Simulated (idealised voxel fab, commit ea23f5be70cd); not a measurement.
process module | voxel self aligned vias
cross-section cut | 220 nm wide | cells 5 nm
A cross-section is a grid of square cells, given in bands from the top down. A band is one or more rows of cells.
Each band's line starts with the height of the band's top and of its bottom, in nm. Then come its materials from left to right, each with its width in nm. One material with "throughout" fills the band from edge to edge. "air" is empty space.
Height 0 is the level under which the wafer as received is all one material. The lowest band goes on downwards, as in "0 down".
A width such as "30 to 40" changes by the same amount from each row of cells to the next, from the band's top row to its bottom row.
"no change" after a step means that no cell of the cross-section changed.
closed voids: empty space of 8 cells or more with no open way to the top, each as width x height at its distance from the left edge, in nm
after a step's settings: what the simulator itself notes on the step
overlay nm, on a step with a mask: how far to the right of its planned place the mask lay; to the left if negative
plan
1 op RECEIVE | material Si
2 op CONFORMAL_DEP | material SiO2 | thk nm 15
3 op CONFORMAL_DEP | material SiCN | thk nm 5
4 op DIRECTIONAL_DEP | material lowk | thk nm 20
5 op DIRECTIONAL_DEP | material aC | thk nm 10
6 op PATTERN | tone open | mask id LINES | material resist | width nm 25 | pitch nm 55 | thk nm 25 | overlay nm 0
7 op DIRECTIONAL_ETCH | etch materials aC | depth nm 10
8 op STRIP | etch materials resist
9 op DIRECTIONAL_ETCH | etch materials lowk | depth nm 20
10 op STRIP | etch materials aC
11 op CONFORMAL_DEP | material TiN | thk nm 5
12 op FILL_DEP | material W | thk nm 10
13 op CMP | height nm 40
14 op SELECTIVE_ETCH | etch materials W Ru TiN | depth nm 5
15 op FILL_DEP | material SiN | thk nm 10
16 op CMP | height nm 40
17 op DIRECTIONAL_DEP | material lowk | thk nm 20
18 op PATTERN | tone open | mask id VIAS | material resist | width nm 35 | pitch nm 110 | thk nm 15 | overlay nm 0
19 op DIRECTIONAL_ETCH | etch materials lowk | depth nm 20
20 op DIRECTIONAL_ETCH | etch materials SiN | depth nm 5
21 op STRIP | etch materials resist
22 op CONFORMAL_DEP | material TiN | thk nm 5
23 op FILL_DEP | material Cu | thk nm 10
24 op CMP | height nm 60
25 op CONFORMAL_DEP | material SiN | thk nm 5
first wafer, as planned
as received, after step 1
  0 down: Si throughout
  closed voids: none
after step 2
  15 to 0: SiO2 throughout
  below 0: unchanged
after step 3
  20 to 15: SiCN throughout
  below 15: unchanged
after step 4
  40 to 20: lowk throughout
  below 20: unchanged
after step 5
  50 to 40: aC throughout
  below 40: unchanged
after step 6
  75 to 50: resist 40 | air 25 | resist 30 | air 25 | resist 30 | air 25 | resist 45
  below 50: unchanged
after step 7
  65 to 50: resist 40 | air 25 | resist 30 | air 25 | resist 30 | air 25 | resist 45
  50 to 40: aC 40 | air 25 | aC 30 | air 25 | aC 30 | air 25 | aC 45
  below 40: unchanged
after step 8
  50 to 40: aC 40 | air 25 | aC 30 | air 25 | aC 30 | air 25 | aC 45
  below 40: unchanged
after step 9
  50 to 40: aC 40 | air 25 | aC 30 | air 25 | aC 30 | air 25 | aC 45
  40 to 20: lowk 40 | air 25 | lowk 30 | air 25 | lowk 30 | air 25 | lowk 45
  below 20: unchanged
after step 10
  40 to 20: lowk 40 | air 25 | lowk 30 | air 25 | lowk 30 | air 25 | lowk 45
  below 20: unchanged
after step 11
  45 to 40: TiN 45 | air 15 | TiN 40 | air 15 | TiN 40 | air 15 | TiN 50
  40 to 25: lowk 40 | TiN 5 | air 15 | TiN 5 | lowk 30 | TiN 5 | air 15 | TiN 5 | lowk 30 | TiN 5 | air 15 | TiN 5 | lowk 45
  25 to 20: lowk 40 | TiN 25 | lowk 30 | TiN 25 | lowk 30 | TiN 25 | lowk 45
  below 20: unchanged
after step 12
  55 to 45: W throughout
  45 to 40: TiN 45 | W 15 | TiN 40 | W 15 | TiN 40 | W 15 | TiN 50
  40 to 25: lowk 40 | TiN 5 | W 15 | TiN 5 | lowk 30 | TiN 5 | W 15 | TiN 5 | lowk 30 | TiN 5 | W 15 | TiN 5 | lowk 45
  below 25: unchanged
after step 13
  40 to 25: lowk 40 | TiN 5 | W 15 | TiN 5 | lowk 30 | TiN 5 | W 15 | TiN 5 | lowk 30 | TiN 5 | W 15 | TiN 5 | lowk 45
  below 25: unchanged
after step 14
  40 to 35: lowk 40 | air 25 | lowk 30 | air 25 | lowk 30 | air 25 | lowk 45
  below 35: unchanged
after step 15
  50 to 40: SiN throughout
  40 to 35: lowk 40 | SiN 25 | lowk 30 | SiN 25 | lowk 30 | SiN 25 | lowk 45
  below 35: unchanged
after step 16
  40 to 35: lowk 40 | SiN 25 | lowk 30 | SiN 25 | lowk 30 | SiN 25 | lowk 45
  below 35: unchanged
after step 17
  60 to 40: lowk throughout
  below 40: unchanged
after step 18
  75 to 60: resist 35 | air 35 | resist 75 | air 35 | resist 40
  below 60: unchanged
after step 19
  75 to 60: resist 35 | air 35 | resist 75 | air 35 | resist 40
  60 to 40: lowk 35 | air 35 | lowk 75 | air 35 | lowk 40
  below 40: unchanged
after step 20
  75 to 60: resist 35 | air 35 | resist 75 | air 35 | resist 40
  60 to 40: lowk 35 | air 35 | lowk 75 | air 35 | lowk 40
  40 to 35: lowk 40 | air 25 | lowk 30 | SiN 25 | lowk 30 | air 25 | lowk 45
  below 35: unchanged
after step 21
  60 to 40: lowk 35 | air 35 | lowk 75 | air 35 | lowk 40
  below 40: unchanged
after step 22
  65 to 60: TiN 40 | air 25 | TiN 85 | air 25 | TiN 45
  60 to 45: lowk 35 | TiN 5 | air 25 | TiN 5 | lowk 75 | TiN 5 | air 25 | TiN 5 | lowk 40
  45 to 40: lowk 35 | TiN 10 | air 15 | TiN 10 | lowk 75 | TiN 10 | air 15 | TiN 10 | lowk 40
  40 to 35: lowk 40 | TiN 25 | lowk 30 | SiN 25 | lowk 30 | TiN 25 | lowk 45
  below 35: unchanged
after step 23
  75 to 65: Cu throughout
  65 to 60: TiN 40 | Cu 25 | TiN 85 | Cu 25 | TiN 45
  60 to 45: lowk 35 | TiN 5 | Cu 25 | TiN 5 | lowk 75 | TiN 5 | Cu 25 | TiN 5 | lowk 40
  45 to 40: lowk 35 | TiN 10 | Cu 15 | TiN 10 | lowk 75 | TiN 10 | Cu 15 | TiN 10 | lowk 40
  below 40: unchanged
after step 24
  60 to 45: lowk 35 | TiN 5 | Cu 25 | TiN 5 | lowk 75 | TiN 5 | Cu 25 | TiN 5 | lowk 40
  below 45: unchanged
after step 25
  65 to 60: SiN throughout
  below 60: unchanged
second wafer: like start, like plan, one mistake. Through step 5 it matches the first wafer
when step 6 should have ended
  75 to 50: resist 45 | air 25 | resist 30 | air 25 | resist 30 | air 25 | resist 40
  below 50: unchanged
when step 7 should have ended
  65 to 50: resist 45 | air 25 | resist 30 | air 25 | resist 30 | air 25 | resist 40
  50 to 40: aC 45 | air 25 | aC 30 | air 25 | aC 30 | air 25 | aC 40
  below 40: unchanged
when step 8 should have ended
  50 to 40: aC 45 | air 25 | aC 30 | air 25 | aC 30 | air 25 | aC 40
  below 40: unchanged
when step 9 should have ended
  50 to 40: aC 45 | air 25 | aC 30 | air 25 | aC 30 | air 25 | aC 40
  40 to 20: lowk 45 | air 25 | lowk 30 | air 25 | lowk 30 | air 25 | lowk 40
  below 20: unchanged
when step 10 should have ended
  40 to 20: lowk 45 | air 25 | lowk 30 | air 25 | lowk 30 | air 25 | lowk 40
  below 20: unchanged
when step 11 should have ended
  45 to 40: TiN 50 | air 15 | TiN 40 | air 15 | TiN 40 | air 15 | TiN 45
  40 to 25: lowk 45 | TiN 5 | air 15 | TiN 5 | lowk 30 | TiN 5 | air 15 | TiN 5 | lowk 30 | TiN 5 | air 15 | TiN 5 | lowk 40
  25 to 20: lowk 45 | TiN 25 | lowk 30 | TiN 25 | lowk 30 | TiN 25 | lowk 40
  below 20: unchanged
when step 12 should have ended
  55 to 45: W throughout
  45 to 40: TiN 50 | W 15 | TiN 40 | W 15 | TiN 40 | W 15 | TiN 45
  40 to 25: lowk 45 | TiN 5 | W 15 | TiN 5 | lowk 30 | TiN 5 | W 15 | TiN 5 | lowk 30 | TiN 5 | W 15 | TiN 5 | lowk 40
  below 25: unchanged
when step 13 should have ended
  40 to 25: lowk 45 | TiN 5 | W 15 | TiN 5 | lowk 30 | TiN 5 | W 15 | TiN 5 | lowk 30 | TiN 5 | W 15 | TiN 5 | lowk 40
  below 25: unchanged
when step 14 should have ended
  40 to 35: lowk 45 | air 25 | lowk 30 | air 25 | lowk 30 | air 25 | lowk 40
  below 35: unchanged
when step 15 should have ended
  50 to 40: SiN throughout
  40 to 35: lowk 45 | SiN 25 | lowk 30 | SiN 25 | lowk 30 | SiN 25 | lowk 40
  below 35: unchanged
when step 16 should have ended
  40 to 35: lowk 45 | SiN 25 | lowk 30 | SiN 25 | lowk 30 | SiN 25 | lowk 40
  below 35: unchanged
when step 17 should have ended
  60 to 40: lowk throughout
  below 40: unchanged
when step 18 should have ended
  75 to 60: resist 35 | air 35 | resist 75 | air 35 | resist 40
  below 60: unchanged
when step 19 should have ended
  75 to 60: resist 35 | air 35 | resist 75 | air 35 | resist 40
  60 to 40: lowk 35 | air 35 | lowk 75 | air 35 | lowk 40
  below 40: unchanged
when step 20 should have ended
  75 to 60: resist 35 | air 35 | resist 75 | air 35 | resist 40
  60 to 40: lowk 35 | air 35 | lowk 75 | air 35 | lowk 40
  40 to 35: lowk 45 | air 25 | lowk 30 | SiN 25 | lowk 30 | air 25 | lowk 40
  below 35: unchanged
when step 21 should have ended
  60 to 40: lowk 35 | air 35 | lowk 75 | air 35 | lowk 40
  below 40: unchanged
when step 22 should have ended
  65 to 60: TiN 40 | air 25 | TiN 85 | air 25 | TiN 45
  60 to 45: lowk 35 | TiN 5 | air 25 | TiN 5 | lowk 75 | TiN 5 | air 25 | TiN 5 | lowk 40
  45 to 40: lowk 35 | TiN 15 | air 15 | TiN 5 | lowk 75 | TiN 15 | air 15 | TiN 5 | lowk 40
  40 to 35: lowk 45 | TiN 25 | lowk 30 | SiN 25 | lowk 30 | TiN 25 | lowk 40
  below 35: unchanged
when step 23 should have ended
  75 to 65: Cu throughout
  65 to 60: TiN 40 | Cu 25 | TiN 85 | Cu 25 | TiN 45
  60 to 45: lowk 35 | TiN 5 | Cu 25 | TiN 5 | lowk 75 | TiN 5 | Cu 25 | TiN 5 | lowk 40
  45 to 40: lowk 35 | TiN 15 | Cu 15 | TiN 5 | lowk 75 | TiN 15 | Cu 15 | TiN 5 | lowk 40
  below 40: unchanged
when step 24 should have ended
  60 to 45: lowk 35 | TiN 5 | Cu 25 | TiN 5 | lowk 75 | TiN 5 | Cu 25 | TiN 5 | lowk 40
  below 45: unchanged
when step 25 should have ended
  65 to 60: SiN throughout
  below 60: unchanged
what went wrong: step 6 ran as: op PATTERN | tone open | mask id LINES | material resist | width nm 25 | pitch nm 55 | thk nm 25 | overlay nm 5
at the end the second wafer has, in cells: as many of each material as the first, in other places
